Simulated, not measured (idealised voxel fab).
Process module, titled voxel ribs on slabs
Section cut is 145 nm wide and gridded with 5 nm square cells.
Throughout this document, each cross-section is represented as a grid of square cells and is presented as a sequence of bands enumerated from the top downward, where a band comprises one or more rows of cells.
A band entry consists of two parts. The first gives the height of the band's top and the height of its bottom, in nm. The rest lists the band's materials from left to right, each with its width in nm. A single material labelled with the word "everywhere" fills the band from edge to edge, and the word "empty" marks empty space.
Convention: height 0 is the level below which the wafer, as received, is all one material. The lowest band does not terminate at the bottom but continues downward, represented as "0 and below".
Quick explanation for "30..40": the width changes in equal steps down the rows of cells, from the first number in the band's top row to the second number in its bottom row.
What does "everything unchanged" mean for a step? It means no cell of the cross-section changed in that step.
"Entrapped void list" contains a list of empty spaces, each no smaller than 8 cells and without an open way to the top, written in the form width x height at distance with the distance from the left edge and all three in nm.
Step line, after settings: the simulator's comment on this step.
The line of a step may include "overlay nm". On a step with a mask, this value is how far to the right of its planned place the mask lay. A negative value means the mask lay to the left.
[plan]
| 1 | RECEIVE [material Si] |
| 2 | DIRECTIONAL_DEP [material SiO2] [thk nm 20] |
| 3 | DIRECTIONAL_DEP [material polySi] [thk nm 20] |
| 4 | DIRECTIONAL_DEP [material aC] [thk nm 15] |
| 5 | PATTERN [tone cover] [mask id RIB] [material resist] [width nm 15] [thk nm 35] [overlay nm 0] |
| 6 | DIRECTIONAL_ETCH [etch materials aC] [depth nm 15] |
| 7 | STRIP [etch materials resist] |
| 8 | DIRECTIONAL_ETCH [etch materials polySi] [depth nm 15] |
| 9 | STRIP [etch materials aC] |
| 10 | PATTERN [tone cover] [mask id SLAB] [material resist] [width nm 65] [thk nm 20] [overlay nm 0] |
| 11 | DIRECTIONAL_ETCH [etch materials polySi] [depth nm 5] |
| 12 | STRIP [etch materials resist] |
| 13 | FILL_DEP [material SiO2] [thk nm 20] |
| 14 | CMP [height nm 50] |
| 15 | DIRECTIONAL_DEP [material W] [thk nm 5] |
| 16 | MASKED_ETCH [tone cover] [mask id HEATER] [width nm 25] [etch materials W] [depth nm 5] [overlay nm 0] |
| 17 | CONFORMAL_DEP [material SiN] [thk nm 5] |
[Step 1 complete: cross-section of the wafer as received]
> 0 and below: Si everywhere
> Entrapped void list: none
[Below is the wafer in cross-section after the module was completed. It began from the starting point shown above and followed the plan shown above, except that one mistake was made while running it]
> 60 down to 55: SiN 65 nm | empty 15 nm | SiN 65 nm
> 55 down to 50: W 60 nm | SiN 25 nm | W 60 nm
> 50 down to 40: SiO2 everywhere
> 40 down to 25: SiO2 65 nm | polySi 15 nm | SiO2 65 nm
> 25 down to 20: SiO2 40 nm | polySi 65 nm | SiO2 40 nm
> 20 down to 0: SiO2 everywhere
> 0 and below: Si everywhere
> Entrapped void list: none
What was the processing mistake? for step 16, the planned setting was not used; the step was instead run as MASKED_ETCH [tone open] [mask id HEATER] [width nm 25] [etch materials W] [depth nm 5] [overlay nm 0]
